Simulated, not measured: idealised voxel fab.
Process module in this document: voxel gate over fins
Cross-sectional view cut (width: 300 nm; square cell size: 5 nm).
Cross-section, as written here: a square-cell grid given band by band from the top down, where a band holds one or more rows of cells.
A band entry consists of two parts. The first gives the height of the band's top and the height of its bottom, in nm. The rest lists the band's materials from left to right, each with its width in nm. A single material labelled with the word "full width" fills the band from edge to edge, and the word "blank" marks empty space.
We count height from 0. Below that, the starting wafer is all one material. The lowest band never ends at the bottom but goes on down; see "z 0 and below" for how that is written.
Read "30 to 40" as a graded width: first number on top, second number at the bottom, same change between each pair of neighbouring rows.
The cross-section has no changed cell in any step marked "nothing was modified".
Closed-off voids of 8+ cells (no open route to the top) go in "Closed void register", written width x height at distance from the left edge, in nm.
Formally, on a step line, whatever follows the settings is a remark that the simulator itself makes on the step.
The "overlay nm" setting may appear on a step's line; for a step that uses a mask, it gives how far to the right of its planned position the mask lay, and a negative value indicates the left.

### The steps planned for the process are as follows
1) RECEIVE | material Si
2) CONFORMAL_DEP | material SiN | thk nm 10
3) PATTERN | tone cover | mask id FINS | material resist | width nm 15 | pitch nm 40 | thk nm 15 | overlay nm 0
4) DIRECTIONAL_ETCH | etch materials SiN | depth nm 10
5) DIRECTIONAL_ETCH | etch materials Si | depth nm 35
6) STRIP | etch materials resist
7) FILL_DEP | material SiO2 | thk nm 15
8) CMP | height nm 10
9) SELECTIVE_ETCH | etch materials SiO2 | depth nm 25
10) STRIP | etch materials SiN
11) CONFORMAL_DEP | material HfO2 | thk nm 5
12) CONFORMAL_DEP | material TiN | thk nm 5
13) FILL_DEP | material W | thk nm 15
14) CMP | height nm 20
15) CONFORMAL_DEP | material SiN | thk nm 5

### first wafer, as planned

### Delivered wafer in cross-section: state after step 1
	z 0 and below | Si full width
	Closed void register: none

### How the wafer stands in section after step 2
	z 10 to 0 | SiN full width
	Lower than 0, everything is as it was.

### How the wafer stands in section after step 3
	z 25 to 10 | 120 nm blank | 15 nm resist | 25 nm blank | 15 nm resist | 125 nm blank
	Lower than 10, everything is as it was.

### How the wafer stands in section after step 4
	z 25 to 10 | 120 nm blank | 15 nm resist | 25 nm blank | 15 nm resist | 125 nm blank
	z 10 to 0 | 120 nm blank | 15 nm SiN | 25 nm blank | 15 nm SiN | 125 nm blank
	Lower than 0, everything is as it was.

### How the wafer stands in section after step 5
	z 25 to 10 | 120 nm blank | 15 nm resist | 25 nm blank | 15 nm resist | 125 nm blank
	z 10 to 0 | 120 nm blank | 15 nm SiN | 25 nm blank | 15 nm SiN | 125 nm blank
	z 0 to -35 | 120 nm blank | 15 nm Si | 25 nm blank | 15 nm Si | 125 nm blank
	Lower than -35, everything is as it was.

### How the wafer stands in section after step 6
	z 10 to 0 | 120 nm blank | 15 nm SiN | 25 nm blank | 15 nm SiN | 125 nm blank
	Lower than 0, everything is as it was.

### How the wafer stands in section after step 7
	z 25 to 10 | SiO2 full width
	z 10 to 0 | 120 nm SiO2 | 15 nm SiN | 25 nm SiO2 | 15 nm SiN | 125 nm SiO2
	z 0 to -35 | 120 nm SiO2 | 15 nm Si | 25 nm SiO2 | 15 nm Si | 125 nm SiO2
	Lower than -35, everything is as it was.

### How the wafer stands in section after step 8
	z 10 to 0 | 120 nm SiO2 | 15 nm SiN | 25 nm SiO2 | 15 nm SiN | 125 nm SiO2
	Lower than 0, everything is as it was.

### How the wafer stands in section after step 9
	z 10 to 0 | 120 nm blank | 15 nm SiN | 25 nm blank | 15 nm SiN | 125 nm blank
	z 0 to -15 | 120 nm blank | 15 nm Si | 25 nm blank | 15 nm Si | 125 nm blank
	Lower than -15, everything is as it was.

### How the wafer stands in section after step 10
	z 0 to -15 | 120 nm blank | 15 nm Si | 25 nm blank | 15 nm Si | 125 nm blank
	Lower than -15, everything is as it was.

### How the wafer stands in section after step 11
	z 5 to 0 | 115 nm blank | 25 nm HfO2 | 15 nm blank | 25 nm HfO2 | 120 nm blank
	z 0 to -10 | 115 nm blank | 5 nm HfO2 | 15 nm Si | 5 nm HfO2 | 15 nm blank | 5 nm HfO2 | 15 nm Si | 5 nm HfO2 | 120 nm blank
	z -10 to -15 | 120 nm HfO2 | 15 nm Si | 25 nm HfO2 | 15 nm Si | 125 nm HfO2
	Lower than -15, everything is as it was.

### How the wafer stands in section after step 12
	z 10 to 5 | 110 nm blank | 35 nm TiN | 5 nm blank | 35 nm TiN | 115 nm blank
	z 5 to 0 | 110 nm blank | 5 nm TiN | 25 nm HfO2 | 5 nm TiN | 5 nm blank | 5 nm TiN | 25 nm HfO2 | 5 nm TiN | 115 nm blank
	z 0 to -5 | 110 nm blank | 5 nm TiN | 5 nm HfO2 | 15 nm Si | 5 nm HfO2 | 5 nm TiN | 5 nm blank | 5 nm TiN | 5 nm HfO2 | 15 nm Si | 5 nm HfO2 | 5 nm TiN | 115 nm blank
	z -5 to -10 | 115 nm TiN | 5 nm HfO2 | 15 nm Si | 5 nm HfO2 | 15 nm TiN | 5 nm HfO2 | 15 nm Si | 5 nm HfO2 | 120 nm TiN
	Lower than -10, everything is as it was.

### How the wafer stands in section after step 13
	z 25 to 10 | W full width
	z 10 to 5 | 110 nm W | 35 nm TiN | 5 nm W | 35 nm TiN | 115 nm W
	z 5 to 0 | 110 nm W | 5 nm TiN | 25 nm HfO2 | 5 nm TiN | 5 nm W | 5 nm TiN | 25 nm HfO2 | 5 nm TiN | 115 nm W
	z 0 to -5 | 110 nm W | 5 nm TiN | 5 nm HfO2 | 15 nm Si | 5 nm HfO2 | 5 nm TiN | 5 nm W | 5 nm TiN | 5 nm HfO2 | 15 nm Si | 5 nm HfO2 | 5 nm TiN | 115 nm W
	Lower than -5, everything is as it was.

### How the wafer stands in section after step 14
	z 20 to 10 | W full width
	Lower than 10, everything is as it was.

### How the wafer stands in section after step 15
	z 25 to 20 | SiN full width
	Lower than 20, everything is as it was.

### Okay, second wafer. Nothing different at the start, nothing different in the plan, just one mistake somewhere in the running. As far as step 13, counting that step, it's the first wafer all over again

### The second wafer in cross-section, at the planned close of step 14
	z 10 to 5 | 110 nm W | 35 nm TiN | 5 nm W | 35 nm TiN | 115 nm W
	Lower than 5, everything is as it was.

### The second wafer in cross-section, at the planned close of step 15
	z 15 to 10 | SiN full width
	Lower than 10, everything is as it was.
It is concluded that the wafer was processed incorrectly with respect to the plan, in that for step 14, the planned setting was not used; the step was instead run as CMP | height nm 10
at the end the second wafer has, in cells: 120 fewer of W
